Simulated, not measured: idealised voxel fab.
This is a process module. Its name is voxel released beams.
Cross-section cut spans 190 nm and uses square cells 5 nm in size.
The cross-sections in this document take the form of a grid made of square cells. They are written out as bands, in order from top to bottom. Each band consists of one or more rows of cells.
Within each band entry, the heights of the top and of the bottom of the band appear first, in that order and in nm; the materials of the band then follow from left to right, each with its corresponding width in nm. The designation "throughout" on a single material indicates that it fills the band from edge to edge; the designation "empty" indicates empty space.
Heights are measured from 0, the level below which the as-received wafer is all one material; the lowest band has no bottom and continues downward, written as in "0..down".
With a width like "30 to 40", each row of cells in the band differs from the next by the same amount, the top row carrying the first number and the bottom row the second.
"no alterations made" -> step changed no cross-section cell.
"Fully sealed voids": empty spaces of 8 cells or more with no open way to the top, each given as width x height at distance, distance from the left edge, all in nm.
On a step's line, text after the settings is the simulator commenting on that step.
overlay nm: right-of-plan distance of the mask on a masked step; negative values mean left-of-plan.
[The process steps that were planned are listed below]
1: RECEIVE: material Si
2: CONFORMAL_DEP: material Al2O3, thk nm 5
3: DIRECTIONAL_DEP: material SiO2, thk nm 20
4: MASKED_ETCH: tone open, mask id ANCHOR, width nm 35, etch materials SiO2, depth nm 20, overlay nm 0
5: CONFORMAL_DEP: material W, thk nm 15
6: MASKED_ETCH: tone cover, mask id BEAM, width nm 90, etch materials W, depth nm 15, overlay nm 0
7: STRIP: etch materials SiO2
[Run as planned: first of two wafers]
[Cross-section of the incoming wafer, state after step 1]
	0..down = Si throughout
	Fully sealed voids: none
[So this is the wafer cross-section right after step 2]
	5..0 = Al2O3 throughout
	Unchanged below 0.
[So this is the wafer cross-section right after step 3]
	25..5 = SiO2 throughout
	Unchanged below 5.
[So this is the wafer cross-section right after step 4]
	25..5 = SiO2: 50  empty: 35  SiO2: 105
	Unchanged below 5.
[So this is the wafer cross-section right after step 5]
	40..25 = W: 65  empty: 5  W: 120
	25..20 = SiO2: 50  W: 15  empty: 5  W: 15  SiO2: 105
	20..5 = SiO2: 50  W: 35  SiO2: 105
	Unchanged below 5.
[So this is the wafer cross-section right after step 6]
	40..25 = empty: 45  W: 20  empty: 5  W: 65  empty: 55
	Unchanged below 25.
[So this is the wafer cross-section right after step 7]
	40..25 = empty: 45  W: 20  empty: 5  W: 65  empty: 55
	25..20 = empty: 50  W: 15  empty: 5  W: 15  empty: 105
	20..5 = empty: 50  W: 35  empty: 105
	Unchanged below 5.
[Wafer two: like wafer one in start and plan, but with one mistake in execution; identical up to and including step 1]
Cross-section of the second wafer when, according to plan, step 2 should have finished: no alterations made
[Cross-section of the second wafer when, according to plan, step 3 should have finished]
	20..0 = SiO2 throughout
	Unchanged below 0.
[Cross-section of the second wafer when, according to plan, step 4 should have finished]
	20..0 = SiO2: 50  empty: 35  SiO2: 105
	Unchanged below 0.
[Cross-section of the second wafer when, according to plan, step 5 should have finished]
	35..20 = W: 65  empty: 5  W: 120
	20..15 = SiO2: 50  W: 15  empty: 5  W: 15  SiO2: 105
	15..0 = SiO2: 50  W: 35  SiO2: 105
	Unchanged below 0.
[Cross-section of the second wafer when, according to plan, step 6 should have finished]
	35..20 = empty: 45  W: 20  empty: 5  W: 65  empty: 55
	Unchanged below 20.
[Cross-section of the second wafer when, according to plan, step 7 should have finished]
	35..20 = empty: 45  W: 20  empty: 5  W: 65  empty: 55
	20..15 = empty: 50  W: 15  empty: 5  W: 15  empty: 105
	15..0 = empty: 50  W: 35  empty: 105
	Unchanged below 0.
Processing error: plan step 2 was not performed, having been skipped
Bottom line after processing is that, in cells, the second wafer is up or down on some materials versus the first: 38 fewer of Al2O3
